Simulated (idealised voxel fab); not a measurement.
This is a process module. Its name is voxel lift off.
In the cross-section labelled cut, the width is 175 nm and each square cell is 5 nm.
A cross-section is written here as square cells arranged in a grid, and it is given in bands from the top down, each band taking up one or more rows of cells. Band: top height; bottom height; in nm. Then, left to right: material with width in nm, for each material. "edge to edge": a single material spanning edge to edge. "air": empty space. A quick word on heights: they are counted from 0, and under that level the wafer as it came to us is one material throughout. The lowest band is different from the rest in having no bottom; it simply continues downward, written as in "0 nm and below". Per-row width for "30 to 40": begins at first number (top row of band), ends at second number (bottom row), increment between rows held constant. Where a step carries "remained the same", the cross-section came out of it unchanged, cell for cell. Any empty space of 8 cells or more lacking an open way to the top shows up in "Sealed voids" as width x height at distance, distance from the left edge, in nm. If you see something after the settings on a step's line, that's the simulator's own remark about that step. The setting "overlay nm" may be written on the line of a step. When the step uses a mask, the value reports how far to the right of the planned place the mask lay, and a negative value reports that it lay to the left.
### Planned process steps
1) RECEIVE (material Si)
2) CONFORMAL_DEP (material SiO2; thk nm 15)
3) PATTERN (tone open; mask id LINES; material resist; width nm 30; pitch nm 45; thk nm 30; overlay nm 0)
4) DIRECTIONAL_DEP (material Ru; thk nm 15)
5) STRIP (etch materials resist)
6) CONFORMAL_DEP (material SiO2; thk nm 5)
### Cross-section of the incoming wafer, state after step 1
	0 nm and below | Si edge to edge
	Sealed voids: none
### Cross-sectional result after module completion. Note: starting condition and plan are unchanged from above; one processing mistake was made
	45 nm to 40 nm | 45 air, then 40 SiO2, then 5 air, then 40 SiO2, then 45 air
	40 nm to 20 nm | 45 air, then 5 SiO2, then 30 Ru, then 5 SiO2, then 5 air, then 5 SiO2, then 30 Ru, then 5 SiO2, then 45 air
	20 nm to 15 nm | 50 SiO2, then 30 Ru, then 15 SiO2, then 30 Ru, then 50 SiO2
	15 nm to 0 nm | SiO2 edge to edge
	0 nm and below | Si edge to edge
	Sealed voids: none
What was done differently from what was planned? step 4 off recipe, ran as DIRECTIONAL_DEP (material Ru; thk nm 25)
